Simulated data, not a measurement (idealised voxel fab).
The following process module bears the name voxel transistor to metal.
The cross-section shown here is cut; it is 180 nm wide and divided into square cells measuring 5 nm on a side.
This document writes a cross-section as a grid whose cells are square, and gives it as bands, listed from the top down; one or more rows of cells form a band. Within each band entry, the heights of the top and of the bottom of the band appear first, in that order and in nm; the materials of the band then follow from left to right, each with its corresponding width in nm. The designation "full width" on a single material indicates that it fills the band from edge to edge; the designation "empty" indicates empty space. Heights are reckoned from 0. Under this level, the received wafer is all of one material. The bottommost band is open-ended downward, for example "0..down". A width such as "30..40" changes by the same amount from each row of cells to the next, from the band's top row to its bottom row. A step reported as "stayed the same" is a step in which no cell of the cross-section changed. Closed empty spaces (no open way to the top) of 8 cells or more are what "Sealed voids" lists, each as width x height at distance from the left edge, nm for all three. Step line, after settings: the simulator's comment on this step. overlay nm: right-of-plan distance of the mask on a masked step; negative values mean left-of-plan.
Here's what the planned process steps look like:
1,RECEIVE with material Si
2,CONFORMAL_DEP with material SiO2, thk nm 5
3,CONFORMAL_DEP with material SiN, thk nm 10
4,DIRECTIONAL_DEP with material aC, thk nm 10
5,PATTERN with tone cover, mask id ACTIVE, material resist, width nm 110, thk nm 30, overlay nm 0
6,DIRECTIONAL_ETCH with etch materials aC, depth nm 10
7,STRIP with etch materials resist
8,DIRECTIONAL_ETCH with etch materials SiN, depth nm 10
9,DIRECTIONAL_ETCH with etch materials SiO2, depth nm 5
10,DIRECTIONAL_ETCH with etch materials Si, depth nm 30
11,STRIP with etch materials aC
12,FILL_DEP with material SiO2, thk nm 10
13,CMP with height nm 15
14,SELECTIVE_ETCH with etch materials SiO2, depth nm 5
15,STRIP with etch materials SiN
16,SELECTIVE_ETCH with etch materials SiO2, depth nm 5
17,OXIDIZE with depth nm 5
18,DIRECTIONAL_DEP with material polySi, thk nm 25
19,DIRECTIONAL_DEP with material SiCN, thk nm 15
20,PATTERN with tone cover, mask id GATE, material resist, width nm 30, thk nm 20, overlay nm 0
21,DIRECTIONAL_ETCH with etch materials SiCN, depth nm 25
22,DIRECTIONAL_ETCH with etch materials polySi, depth nm 35
23,STRIP with etch materials resist
24,CONFORMAL_DEP with material SiN, thk nm 5
25,DIRECTIONAL_ETCH with etch materials SiN, depth nm 5
26,DIRECTIONAL_ETCH with etch materials SiO2, depth nm 5
27,DIRECTIONAL_ETCH with etch materials Si, depth nm 10
28,EPI with material SiGe, thk nm 10
29,FILL_DEP with material SiO2, thk nm 10
30,CMP with height nm 25
31,STRIP with etch materials polySi
32,SELECTIVE_ETCH with etch materials SiO2, depth nm 5
33,CONFORMAL_DEP with material HfO2, thk nm 5
34,CONFORMAL_DEP with material TiN, thk nm 5
35,FILL_DEP with material W, thk nm 10
36,CMP with height nm 20
37,DIRECTIONAL_DEP with material SiO2, thk nm 10
38,DIRECTIONAL_DEP with material aC, thk nm 10
39,PATTERN with tone open, mask id CONTACT, material resist, width nm 15, pitch nm 75, thk nm 25, overlay nm 0
40,DIRECTIONAL_ETCH with etch materials aC, depth nm 10
41,STRIP with etch materials resist
42,DIRECTIONAL_ETCH with etch materials SiO2, depth nm 35
43,STRIP with etch materials aC
44,CONFORMAL_DEP with material TiN, thk nm 5
45,FILL_DEP with material W, thk nm 5
46,CMP with height nm 30
47,DIRECTIONAL_DEP with material TiN, thk nm 5
48,DIRECTIONAL_DEP with material Ru, thk nm 20
49,DIRECTIONAL_DEP with material aC, thk nm 15
50,PATTERN with tone cover, mask id METAL_1, material resist, width nm 15, pitch nm 75, thk nm 35, overlay nm 0
51,DIRECTIONAL_ETCH with etch materials aC, depth nm 15
52,STRIP with etch materials resist
53,DIRECTIONAL_ETCH with etch materials Ru, depth nm 20
54,DIRECTIONAL_ETCH with etch materials TiN, depth nm 5
55,STRIP with etch materials aC
56,CONFORMAL_DEP with material SiN, thk nm 5
57,FILL_DEP with material lowk, thk nm 10
58,CMP with height nm 55
59,CONFORMAL_DEP with material SiCN, thk nm 5
First of two wafers, processed according to plan:
Cross-section of the wafer as it came to us, i.e., already through step 1:
* 0..down  Si full width
* Sealed voids: none
So this is the wafer cross-section right after step 2:
* 5..0  SiO2 full width
* below 0: unchanged
So this is the wafer cross-section right after step 3:
* 15..5  SiN full width
* below 5: unchanged
So this is the wafer cross-section right after step 4:
* 25..15  aC full width
* below 15: unchanged
So this is the wafer cross-section right after step 5:
* 55..25  empty (35) | resist (110) | empty (35)
* below 25: unchanged
So this is the wafer cross-section right after step 6:
* 45..25  empty (35) | resist (110) | empty (35)
* 25..15  empty (35) | aC (110) | empty (35)
* below 15: unchanged
So this is the wafer cross-section right after step 7:
* 25..15  empty (35) | aC (110) | empty (35)
* below 15: unchanged
So this is the wafer cross-section right after step 8:
* 25..15  empty (35) | aC (110) | empty (35)
* 15..5  empty (35) | SiN (110) | empty (35)
* below 5: unchanged
So this is the wafer cross-section right after step 9:
* 25..15  empty (35) | aC (110) | empty (35)
* 15..5  empty (35) | SiN (110) | empty (35)
* 5..0  empty (35) | SiO2 (110) | empty (35)
* below 0: unchanged
So this is the wafer cross-section right after step 10:
* 25..15  empty (35) | aC (110) | empty (35)
* 15..5  empty (35) | SiN (110) | empty (35)
* 5..0  empty (35) | SiO2 (110) | empty (35)
* 0..-30  empty (35) | Si (110) | empty (35)
* below -30: unchanged
So this is the wafer cross-section right after step 11:
* 15..5  empty (35) | SiN (110) | empty (35)
* below 5: unchanged
So this is the wafer cross-section right after step 12:
* 25..15  SiO2 full width
* 15..5  SiO2 (35) | SiN (110) | SiO2 (35)
* 5..0  SiO2 full width
* 0..-30  SiO2 (35) | Si (110) | SiO2 (35)
* below -30: unchanged
So this is the wafer cross-section right after step 13:
* 15..5  SiO2 (35) | SiN (110) | SiO2 (35)
* below 5: unchanged
So this is the wafer cross-section right after step 14:
* 15..10  empty (35) | SiN (110) | empty (35)
* below 10: unchanged
So this is the wafer cross-section right after step 15:
* 10..5  SiO2 (35) | empty (110) | SiO2 (35)
* below 5: unchanged
So this is the wafer cross-section right after step 16:
* 5..0  SiO2 (30) | empty (120) | SiO2 (30)
* below 0: unchanged
So this is the wafer cross-section right after step 17:
* 5..0  SiO2 (30) | empty (120) | SiO2 (30)
* 0..-5  SiO2 full width
* below -5: unchanged
So this is the wafer cross-section right after step 18:
* 30..25  polySi (30) | empty (120) | polySi (30)
* 25..5  polySi full width
* 5..0  SiO2 (30) | polySi (120) | SiO2 (30)
* below 0: unchanged
So this is the wafer cross-section right after step 19:
* 45..40  SiCN (30) | empty (120) | SiCN (30)
* 40..30  SiCN full width
* 30..25  polySi (30) | SiCN (120) | polySi (30)
* below 25: unchanged
So this is the wafer cross-section right after step 20:
* 65..45  empty (75) | resist (30) | empty (75)
* 45..40  SiCN (30) | empty (45) | resist (30) | empty (45) | SiCN (30)
* below 40: unchanged
So this is the wafer cross-section right after step 21:
* 65..40  empty (75) | resist (30) | empty (75)
* 40..30  empty (75) | SiCN (30) | empty (75)
* 30..25  polySi (30) | empty (45) | SiCN (30) | empty (45) | polySi (30)
* below 25: unchanged
So this is the wafer cross-section right after step 22:
* 65..40  empty (75) | resist (30) | empty (75)
* 40..25  empty (75) | SiCN (30) | empty (75)
* 25..5  empty (75) | polySi (30) | empty (75)
* 5..0  SiO2 (30) | empty (45) | polySi (30) | empty (45) | SiO2 (30)
* below 0: unchanged
So this is the wafer cross-section right after step 23:
* 40..25  empty (75) | SiCN (30) | empty (75)
* below 25: unchanged
So this is the wafer cross-section right after step 24:
* 45..40  empty (70) | SiN (40) | empty (70)
* 40..25  empty (70) | SiN (5) | SiCN (30) | SiN (5) | empty (70)
* 25..10  empty (70) | SiN (5) | polySi (30) | SiN (5) | empty (70)
* 10..5  SiN (35) | empty (35) | SiN (5) | polySi (30) | SiN (5) | empty (35) | SiN (35)
* 5..0  SiO2 (30) | SiN (45) | polySi (30) | SiN (45) | SiO2 (30)
* below 0: unchanged
So this is the wafer cross-section right after step 25:
* 40..25  empty (70) | SiN (5) | SiCN (30) | SiN (5) | empty (70)
* 25..5  empty (70) | SiN (5) | polySi (30) | SiN (5) | empty (70)
* 5..0  SiO2 (30) | SiN (5) | empty (35) | SiN (5) | polySi (30) | SiN (5) | empty (35) | SiN (5) | SiO2 (30)
* below 0: unchanged
So this is the wafer cross-section right after step 26:
* 40..25  empty (70) | SiN (5) | SiCN (30) | SiN (5) | empty (70)
* 25..5  empty (70) | SiN (5) | polySi (30) | SiN (5) | empty (70)
* 5..0  empty (30) | SiN (5) | empty (35) | SiN (5) | polySi (30) | SiN (5) | empty (35) | SiN (5) | empty (30)
* 0..-5  SiO2 (35) | empty (35) | SiO2 (40) | empty (35) | SiO2 (35)
* below -5: unchanged
So this is the wafer cross-section right after step 27:
* 40..25  empty (70) | SiN (5) | SiCN (30) | SiN (5) | empty (70)
* 25..5  empty (70) | SiN (5) | polySi (30) | SiN (5) | empty (70)
* 5..0  empty (30) | SiN (5) | empty (35) | SiN (5) | polySi (30) | SiN (5) | empty (35) | SiN (5) | empty (30)
* 0..-5  SiO2 (35) | empty (35) | SiO2 (40) | empty (35) | SiO2 (35)
* -5..-15  SiO2 (35) | empty (35) | Si (40) | empty (35) | SiO2 (35)
* below -15: unchanged
So this is the wafer cross-section right after step 28:
* 40..25  empty (70) | SiN (5) | SiCN (30) | SiN (5) | empty (70)
* 25..5  empty (70) | SiN (5) | polySi (30) | SiN (5) | empty (70)
* 5..0  empty (30) | SiN (5) | empty (25) | SiGe (10) | SiN (5) | polySi (30) | SiN (5) | SiGe (10) | empty (25) | SiN (5) | empty (30)
* 0..-5  SiO2 (35) | empty (25) | SiGe (10) | SiO2 (40) | SiGe (10) | empty (25) | SiO2 (35)
* -5..-15  SiO2 (35) | SiGe (35) | Si (40) | SiGe (35) | SiO2 (35)
* below -15: unchanged
So this is the wafer cross-section right after step 29:
* 50..40  SiO2 full width
* 40..25  SiO2 (70) | SiN (5) | SiCN (30) | SiN (5) | SiO2 (70)
* 25..5  SiO2 (70) | SiN (5) | polySi (30) | SiN (5) | SiO2 (70)
* 5..0  SiO2 (30) | SiN (5) | SiO2 (25) | SiGe (10) | SiN (5) | polySi (30) | SiN (5) | SiGe (10) | SiO2 (25) | SiN (5) | SiO2 (30)
* 0..-5  SiO2 (60) | SiGe (10) | SiO2 (40) | SiGe (10) | SiO2 (60)
* below -5: unchanged
So this is the wafer cross-section right after step 30:
* 25..5  SiO2 (70) | SiN (5) | polySi (30) | SiN (5) | SiO2 (70)
* below 5: unchanged
So this is the wafer cross-section right after step 31:
* 25..5  SiO2 (70) | SiN (5) | empty (30) | SiN (5) | SiO2 (70)
* 5..0  SiO2 (30) | SiN (5) | SiO2 (25) | SiGe (10) | SiN (5) | empty (30) | SiN (5) | SiGe (10) | SiO2 (25) | SiN (5) | SiO2 (30)
* below 0: unchanged
So this is the wafer cross-section right after step 32:
* 25..20  empty (70) | SiN (5) | empty (30) | SiN (5) | empty (70)
* 20..5  SiO2 (70) | SiN (5) | empty (30) | SiN (5) | SiO2 (70)
* 5..0  SiO2 (30) | SiN (5) | SiO2 (25) | SiGe (10) | SiN (5) | empty (30) | SiN (5) | SiGe (10) | SiO2 (25) | SiN (5) | SiO2 (30)
* 0..-5  SiO2 (60) | SiGe (10) | empty (40) | SiGe (10) | SiO2 (60)
* below -5: unchanged
So this is the wafer cross-section right after step 33:
* 30..25  empty (65) | HfO2 (15) | empty (20) | HfO2 (15) | empty (65)
* 25..20  HfO2 (70) | SiN (5) | HfO2 (5) | empty (20) | HfO2 (5) | SiN (5) | HfO2 (70)
* 20..5  SiO2 (70) | SiN (5) | HfO2 (5) | empty (20) | HfO2 (5) | SiN (5) | SiO2 (70)
* 5..0  SiO2 (30) | SiN (5) | SiO2 (25) | SiGe (10) | SiN (5) | HfO2 (5) | empty (20) | HfO2 (5) | SiN (5) | SiGe (10) | SiO2 (25) | SiN (5) | SiO2 (30)
* 0..-5  SiO2 (60) | SiGe (10) | HfO2 (40) | SiGe (10) | SiO2 (60)
* below -5: unchanged
So this is the wafer cross-section right after step 34:
* 35..30  empty (60) | TiN (25) | empty (10) | TiN (25) | empty (60)
* 30..25  TiN (65) | HfO2 (15) | TiN (5) | empty (10) | TiN (5) | HfO2 (15) | TiN (65)
* 25..20  HfO2 (70) | SiN (5) | HfO2 (5) | TiN (5) | empty (10) | TiN (5) | HfO2 (5) | SiN (5) | HfO2 (70)
* 20..5  SiO2 (70) | SiN (5) | HfO2 (5) | TiN (5) | empty (10) | TiN (5) | HfO2 (5) | SiN (5) | SiO2 (70)
* 5..0  SiO2 (30) | SiN (5) | SiO2 (25) | SiGe (10) | SiN (5) | HfO2 (5) | TiN (20) | HfO2 (5) | SiN (5) | SiGe (10) | SiO2 (25) | SiN (5) | SiO2 (30)
* below 0: unchanged
So this is the wafer cross-section right after step 35:
* 45..35  W full width
* 35..30  W (60) | TiN (25) | W (10) | TiN (25) | W (60)
* 30..25  TiN (65) | HfO2 (15) | TiN (5) | W (10) | TiN (5) | HfO2 (15) | TiN (65)
* 25..20  HfO2 (70) | SiN (5) | HfO2 (5) | TiN (5) | W (10) | TiN (5) | HfO2 (5) | SiN (5) | HfO2 (70)
* 20..5  SiO2 (70) | SiN (5) | HfO2 (5) | TiN (5) | W (10) | TiN (5) | HfO2 (5) | SiN (5) | SiO2 (70)
* below 5: unchanged
So this is the wafer cross-section right after step 36:
* 20..5  SiO2 (70) | SiN (5) | HfO2 (5) | TiN (5) | W (10) | TiN (5) | HfO2 (5) | SiN (5) | SiO2 (70)
* below 5: unchanged
So this is the wafer cross-section right after step 37:
* 30..20  SiO2 full width
* below 20: unchanged
So this is the wafer cross-section right after step 38:
* 40..30  aC full width
* below 30: unchanged
So this is the wafer cross-section right after step 39:
* 65..40  resist (45) | empty (15) | resist (60) | empty (15) | resist (45)
* below 40: unchanged
So this is the wafer cross-section right after step 40:
* 55..40  resist (45) | empty (15) | resist (60) | empty (15) | resist (45)
* 40..30  aC (45) | empty (15) | aC (60) | empty (15) | aC (45)
* below 30: unchanged
So this is the wafer cross-section right after step 41:
* 40..30  aC (45) | empty (15) | aC (60) | empty (15) | aC (45)
* below 30: unchanged
So this is the wafer cross-section right after step 42:
* 40..30  aC (45) | empty (15) | aC (60) | empty (15) | aC (45)
* 30..20  SiO2 (45) | empty (15) | SiO2 (60) | empty (15) | SiO2 (45)
* 20..5  SiO2 (45) | empty (15) | SiO2 (10) | SiN (5) | HfO2 (5) | TiN (5) | W (10) | TiN (5) | HfO2 (5) | SiN (5) | SiO2 (10) | empty (15) | SiO2 (45)
* 5..0  SiO2 (30) | SiN (5) | SiO2 (10) | empty (15) | SiGe (10) | SiN (5) | HfO2 (5) | TiN (20) | HfO2 (5) | SiN (5) | SiGe (10) | empty (15) | SiO2 (10) | SiN (5) | SiO2 (30)
* 0..-5  SiO2 (45) | empty (15) | SiGe (10) | HfO2 (40) | SiGe (10) | empty (15) | SiO2 (45)
* below -5: unchanged
So this is the wafer cross-section right after step 43:
* 30..20  SiO2 (45) | empty (15) | SiO2 (60) | empty (15) | SiO2 (45)
* below 20: unchanged
So this is the wafer cross-section right after step 44:
* 35..30  TiN (50) | empty (5) | TiN (70) | empty (5) | TiN (50)
* 30..20  SiO2 (45) | TiN (5) | empty (5) | TiN (5) | SiO2 (60) | TiN (5) | empty (5) | TiN (5) | SiO2 (45)
* 20..5  SiO2 (45) | TiN (5) | empty (5) | TiN (5) | SiO2 (10) | SiN (5) | HfO2 (5) | TiN (5) | W (10) | TiN (5) | HfO2 (5) | SiN (5) | SiO2 (10) | TiN (5) | empty (5) | TiN (5) | SiO2 (45)
* 5..0  SiO2 (30) | SiN (5) | SiO2 (10) | TiN (5) | empty (5) | TiN (5) | SiGe (10) | SiN (5) | HfO2 (5) | TiN (20) | HfO2 (5) | SiN (5) | SiGe (10) | TiN (5) | empty (5) | TiN (5) | SiO2 (10) | SiN (5) | SiO2 (30)
* 0..-5  SiO2 (45) | TiN (15) | SiGe (10) | HfO2 (40) | SiGe (10) | TiN (15) | SiO2 (45)
* below -5: unchanged
So this is the wafer cross-section right after step 45:
* 40..35  W full width
* 35..30  TiN (50) | W (5) | TiN (70) | W (5) | TiN (50)
* 30..20  SiO2 (45) | TiN (5) | W (5) | TiN (5) | SiO2 (60) | TiN (5) | W (5) | TiN (5) | SiO2 (45)
* 20..5  SiO2 (45) | TiN (5) | W (5) | TiN (5) | SiO2 (10) | SiN (5) | HfO2 (5) | TiN (5) | W (10) | TiN (5) | HfO2 (5) | SiN (5) | SiO2 (10) | TiN (5) | W (5) | TiN (5) | SiO2 (45)
* 5..0  SiO2 (30) | SiN (5) | SiO2 (10) | TiN (5) | W (5) | TiN (5) | SiGe (10) | SiN (5) | HfO2 (5) | TiN (20) | HfO2 (5) | SiN (5) | SiGe (10) | TiN (5) | W (5) | TiN (5) | SiO2 (10) | SiN (5) | SiO2 (30)
* below 0: unchanged
So this is the wafer cross-section right after step 46:
* 30..20  SiO2 (45) | TiN (5) | W (5) | TiN (5) | SiO2 (60) | TiN (5) | W (5) | TiN (5) | SiO2 (45)
* below 20: unchanged
So this is the wafer cross-section right after step 47:
* 35..30  TiN full width
* below 30: unchanged
So this is the wafer cross-section right after step 48:
* 55..35  Ru full width
* below 35: unchanged
So this is the wafer cross-section right after step 49:
* 70..55  aC full width
* below 55: unchanged
So this is the wafer cross-section right after step 50:
* 105..70  empty (45) | resist (15) | empty (60) | resist (15) | empty (45)
* below 70: unchanged
So this is the wafer cross-section right after step 51:
* 90..70  empty (45) | resist (15) | empty (60) | resist (15) | empty (45)
* 70..55  empty (45) | aC (15) | empty (60) | aC (15) | empty (45)
* below 55: unchanged
So this is the wafer cross-section right after step 52:
* 70..55  empty (45) | aC (15) | empty (60) | aC (15) | empty (45)
* below 55: unchanged
So this is the wafer cross-section right after step 53:
* 70..55  empty (45) | aC (15) | empty (60) | aC (15) | empty (45)
* 55..35  empty (45) | Ru (15) | empty (60) | Ru (15) | empty (45)
* below 35: unchanged
So this is the wafer cross-section right after step 54:
* 70..55  empty (45) | aC (15) | empty (60) | aC (15) | empty (45)
* 55..35  empty (45) | Ru (15) | empty (60) | Ru (15) | empty (45)
* 35..30  empty (45) | TiN (15) | empty (60) | TiN (15) | empty (45)
* below 30: unchanged
So this is the wafer cross-section right after step 55:
* 55..35  empty (45) | Ru (15) | empty (60) | Ru (15) | empty (45)
* below 35: unchanged
So this is the wafer cross-section right after step 56:
* 60..55  empty (40) | SiN (25) | empty (50) | SiN (25) | empty (40)
* 55..35  empty (40) | SiN (5) | Ru (15) | SiN (5) | empty (50) | SiN (5) | Ru (15) | SiN (5) | empty (40)
* 35..30  SiN (45) | TiN (15) | SiN (60) | TiN (15) | SiN (45)
* below 30: unchanged
So this is the wafer cross-section right after step 57:
* 70..60  lowk full width
* 60..55  lowk (40) | SiN (25) | lowk (50) | SiN (25) | lowk (40)
* 55..35  lowk (40) | SiN (5) | Ru (15) | SiN (5) | lowk (50) | SiN (5) | Ru (15) | SiN (5) | lowk (40)
* below 35: unchanged
So this is the wafer cross-section right after step 58:
* 55..35  lowk (40) | SiN (5) | Ru (15) | SiN (5) | lowk (50) | SiN (5) | Ru (15) | SiN (5) | lowk (40)
* below 35: unchanged
So this is the wafer cross-section right after step 59:
* 60..55  SiCN full width
* below 55: unchanged
Companion wafer, the second of two: same beginning, same intended sequence, one mistake in carrying it out; through step 23 inclusive it tracks the first exactly:
Cross-section, second wafer, at the end time the plan gives for step 24:
* 45..25  empty (70) | SiCN (40) | empty (70)
* 25..10  empty (70) | SiCN (5) | polySi (30) | SiCN (5) | empty (70)
* 10..5  SiCN (35) | empty (35) | SiCN (5) | polySi (30) | SiCN (5) | empty (35) | SiCN (35)
* 5..0  SiO2 (30) | SiCN (45) | polySi (30) | SiCN (45) | SiO2 (30)
* below 0: unchanged
Cross-section, second wafer, at the end time the plan gives for step 25: stayed the same
Cross-section, second wafer, at the end time the plan gives for step 26: stayed the same
Cross-section, second wafer, at the end time the plan gives for step 27: stayed the same
Cross-section, second wafer, at the end time the plan gives for step 28: stayed the same
Cross-section, second wafer, at the end time the plan gives for step 29:
* 55..45  SiO2 full width
* 45..25  SiO2 (70) | SiCN (40) | SiO2 (70)
* 25..10  SiO2 (70) | SiCN (5) | polySi (30) | SiCN (5) | SiO2 (70)
* 10..5  SiCN (35) | SiO2 (35) | SiCN (5) | polySi (30) | SiCN (5) | SiO2 (35) | SiCN (35)
* below 5: unchanged
Cross-section, second wafer, at the end time the plan gives for step 30:
* 25..10  SiO2 (70) | SiCN (5) | polySi (30) | SiCN (5) | SiO2 (70)
* below 10: unchanged
Cross-section, second wafer, at the end time the plan gives for step 31:
* 25..10  SiO2 (70) | SiCN (5) | empty (30) | SiCN (5) | SiO2 (70)
* 10..5  SiCN (35) | SiO2 (35) | SiCN (5) | empty (30) | SiCN (5) | SiO2 (35) | SiCN (35)
* 5..0  SiO2 (30) | SiCN (45) | empty (30) | SiCN (45) | SiO2 (30)
* below 0: unchanged
Cross-section, second wafer, at the end time the plan gives for step 32:
* 25..20  empty (70) | SiCN (5) | empty (30) | SiCN (5) | empty (70)
* 20..10  SiO2 (70) | SiCN (5) | empty (30) | SiCN (5) | SiO2 (70)
* 10..5  SiCN (35) | SiO2 (35) | SiCN (5) | empty (30) | SiCN (5) | SiO2 (35) | SiCN (35)
* 5..0  SiO2 (30) | SiCN (45) | empty (30) | SiCN (45) | SiO2 (30)
* 0..-5  SiO2 (70) | empty (40) | SiO2 (70)
* below -5: unchanged
Cross-section, second wafer, at the end time the plan gives for step 33:
* 30..25  empty (65) | HfO2 (15) | empty (20) | HfO2 (15) | empty (65)
* 25..20  HfO2 (70) | SiCN (5) | HfO2 (5) | empty (20) | HfO2 (5) | SiCN (5) | HfO2 (70)
* 20..10  SiO2 (70) | SiCN (5) | HfO2 (5) | empty (20) | HfO2 (5) | SiCN (5) | SiO2 (70)
* 10..5  SiCN (35) | SiO2 (35) | SiCN (5) | HfO2 (5) | empty (20) | HfO2 (5) | SiCN (5) | SiO2 (35) | SiCN (35)
* 5..0  SiO2 (30) | SiCN (45) | HfO2 (5) | empty (20) | HfO2 (5) | SiCN (45) | SiO2 (30)
* 0..-5  SiO2 (70) | HfO2 (40) | SiO2 (70)
* below -5: unchanged
Cross-section, second wafer, at the end time the plan gives for step 34:
* 35..30  empty (60) | TiN (25) | empty (10) | TiN (25) | empty (60)
* 30..25  TiN (65) | HfO2 (15) | TiN (5) | empty (10) | TiN (5) | HfO2 (15) | TiN (65)
* 25..20  HfO2 (70) | SiCN (5) | HfO2 (5) | TiN (5) | empty (10) | TiN (5) | HfO2 (5) | SiCN (5) | HfO2 (70)
* 20..10  SiO2 (70) | SiCN (5) | HfO2 (5) | TiN (5) | empty (10) | TiN (5) | HfO2 (5) | SiCN (5) | SiO2 (70)
* 10..5  SiCN (35) | SiO2 (35) | SiCN (5) | HfO2 (5) | TiN (5) | empty (10) | TiN (5) | HfO2 (5) | SiCN (5) | SiO2 (35) | SiCN (35)
* 5..0  SiO2 (30) | SiCN (45) | HfO2 (5) | TiN (20) | HfO2 (5) | SiCN (45) | SiO2 (30)
* below 0: unchanged
Cross-section, second wafer, at the end time the plan gives for step 35:
* 45..35  W full width
* 35..30  W (60) | TiN (25) | W (10) | TiN (25) | W (60)
* 30..25  TiN (65) | HfO2 (15) | TiN (5) | W (10) | TiN (5) | HfO2 (15) | TiN (65)
* 25..20  HfO2 (70) | SiCN (5) | HfO2 (5) | TiN (5) | W (10) | TiN (5) | HfO2 (5) | SiCN (5) | HfO2 (70)
* 20..10  SiO2 (70) | SiCN (5) | HfO2 (5) | TiN (5) | W (10) | TiN (5) | HfO2 (5) | SiCN (5) | SiO2 (70)
* 10..5  SiCN (35) | SiO2 (35) | SiCN (5) | HfO2 (5) | TiN (5) | W (10) | TiN (5) | HfO2 (5) | SiCN (5) | SiO2 (35) | SiCN (35)
* below 5: unchanged
Cross-section, second wafer, at the end time the plan gives for step 36:
* 20..10  SiO2 (70) | SiCN (5) | HfO2 (5) | TiN (5) | W (10) | TiN (5) | HfO2 (5) | SiCN (5) | SiO2 (70)
* below 10: unchanged
Cross-section, second wafer, at the end time the plan gives for step 37:
* 30..20  SiO2 full width
* below 20: unchanged
Cross-section, second wafer, at the end time the plan gives for step 38:
* 40..30  aC full width
* below 30: unchanged
Cross-section, second wafer, at the end time the plan gives for step 39:
* 65..40  resist (45) | empty (15) | resist (60) | empty (15) | resist (45)
* below 40: unchanged
Cross-section, second wafer, at the end time the plan gives for step 40:
* 55..40  resist (45) | empty (15) | resist (60) | empty (15) | resist (45)
* 40..30  aC (45) | empty (15) | aC (60) | empty (15) | aC (45)
* below 30: unchanged
Cross-section, second wafer, at the end time the plan gives for step 41:
* 40..30  aC (45) | empty (15) | aC (60) | empty (15) | aC (45)
* below 30: unchanged
Cross-section, second wafer, at the end time the plan gives for step 42:
* 40..30  aC (45) | empty (15) | aC (60) | empty (15) | aC (45)
* 30..20  SiO2 (45) | empty (15) | SiO2 (60) | empty (15) | SiO2 (45)
* 20..10  SiO2 (45) | empty (15) | SiO2 (10) | SiCN (5) | HfO2 (5) | TiN (5) | W (10) | TiN (5) | HfO2 (5) | SiCN (5) | SiO2 (10) | empty (15) | SiO2 (45)
* 10..5  SiCN (35) | SiO2 (10) | empty (15) | SiO2 (10) | SiCN (5) | HfO2 (5) | TiN (5) | W (10) | TiN (5) | HfO2 (5) | SiCN (5) | SiO2 (10) | empty (15) | SiO2 (10) | SiCN (35)
* below 5: unchanged
Cross-section, second wafer, at the end time the plan gives for step 43:
* 30..20  SiO2 (45) | empty (15) | SiO2 (60) | empty (15) | SiO2 (45)
* below 20: unchanged
Cross-section, second wafer, at the end time the plan gives for step 44:
* 35..30  TiN (50) | empty (5) | TiN (70) | empty (5) | TiN (50)
* 30..20  SiO2 (45) | TiN (5) | empty (5) | TiN (5) | SiO2 (60) | TiN (5) | empty (5) | TiN (5) | SiO2 (45)
* 20..10  SiO2 (45) | TiN (5) | empty (5) | TiN (5) | SiO2 (10) | SiCN (5) | HfO2 (5) | TiN (5) | W (10) | TiN (5) | HfO2 (5) | SiCN (5) | SiO2 (10) | TiN (5) | empty (5) | TiN (5) | SiO2 (45)
* 10..5  SiCN (35) | SiO2 (10) | TiN (15) | SiO2 (10) | SiCN (5) | HfO2 (5) | TiN (5) | W (10) | TiN (5) | HfO2 (5) | SiCN (5) | SiO2 (10) | TiN (15) | SiO2 (10) | SiCN (35)
* below 5: unchanged
Cross-section, second wafer, at the end time the plan gives for step 45:
* 40..35  W full width
* 35..30  TiN (50) | W (5) | TiN (70) | W (5) | TiN (50)
* 30..20  SiO2 (45) | TiN (5) | W (5) | TiN (5) | SiO2 (60) | TiN (5) | W (5) | TiN (5) | SiO2 (45)
* 20..10  SiO2 (45) | TiN (5) | W (5) | TiN (5) | SiO2 (10) | SiCN (5) | HfO2 (5) | TiN (5) | W (10) | TiN (5) | HfO2 (5) | SiCN (5) | SiO2 (10) | TiN (5) | W (5) | TiN (5) | SiO2 (45)
* below 10: unchanged
Cross-section, second wafer, at the end time the plan gives for step 46:
* 30..20  SiO2 (45) | TiN (5) | W (5) | TiN (5) | SiO2 (60) | TiN (5) | W (5) | TiN (5) | SiO2 (45)
* below 20: unchanged
Cross-section, second wafer, at the end time the plan gives for step 47:
* 35..30  TiN full width
* below 30: unchanged
Cross-section, second wafer, at the end time the plan gives for step 48:
* 55..35  Ru full width
* below 35: unchanged
Cross-section, second wafer, at the end time the plan gives for step 49:
* 70..55  aC full width
* below 55: unchanged
Cross-section, second wafer, at the end time the plan gives for step 50:
* 105..70  empty (45) | resist (15) | empty (60) | resist (15) | empty (45)
* below 70: unchanged
Cross-section, second wafer, at the end time the plan gives for step 51:
* 90..70  empty (45) | resist (15) | empty (60) | resist (15) | empty (45)
* 70..55  empty (45) | aC (15) | empty (60) | aC (15) | empty (45)
* below 55: unchanged
Cross-section, second wafer, at the end time the plan gives for step 52:
* 70..55  empty (45) | aC (15) | empty (60) | aC (15) | empty (45)
* below 55: unchanged
Cross-section, second wafer, at the end time the plan gives for step 53:
* 70..55  empty (45) | aC (15) | empty (60) | aC (15) | empty (45)
* 55..35  empty (45) | Ru (15) | empty (60) | Ru (15) | empty (45)
* below 35: unchanged
Cross-section, second wafer, at the end time the plan gives for step 54:
* 70..55  empty (45) | aC (15) | empty (60) | aC (15) | empty (45)
* 55..35  empty (45) | Ru (15) | empty (60) | Ru (15) | empty (45)
* 35..30  empty (45) | TiN (15) | empty (60) | TiN (15) | empty (45)
* below 30: unchanged
Cross-section, second wafer, at the end time the plan gives for step 55:
* 55..35  empty (45) | Ru (15) | empty (60) | Ru (15) | empty (45)
* below 35: unchanged
Cross-section, second wafer, at the end time the plan gives for step 56:
* 60..55  empty (40) | SiN (25) | empty (50) | SiN (25) | empty (40)
* 55..35  empty (40) | SiN (5) | Ru (15) | SiN (5) | empty (50) | SiN (5) | Ru (15) | SiN (5) | empty (40)
* 35..30  SiN (45) | TiN (15) | SiN (60) | TiN (15) | SiN (45)
* below 30: unchanged
Cross-section, second wafer, at the end time the plan gives for step 57:
* 70..60  lowk full width
* 60..55  lowk (40) | SiN (25) | lowk (50) | SiN (25) | lowk (40)
* 55..35  lowk (40) | SiN (5) | Ru (15) | SiN (5) | lowk (50) | SiN (5) | Ru (15) | SiN (5) | lowk (40)
* below 35: unchanged
Cross-section, second wafer, at the end time the plan gives for step 58:
* 55..35  lowk (40) | SiN (5) | Ru (15) | SiN (5) | lowk (50) | SiN (5) | Ru (15) | SiN (5) | lowk (40)
* below 35: unchanged
Cross-section, second wafer, at the end time the plan gives for step 59:
* 60..55  SiCN full width
* below 55: unchanged
what went wrong: rather than as planned, step 24 actually ran as CONFORMAL_DEP with material SiCN, thk nm 5
at the end the second wafer has, in cells: Si: 28 more, SiCN: 38 more, SiGe: 36 fewer, SiN: 10 fewer, SiO2: 8 fewer, TiN: 8 fewer, W: 4 fewer
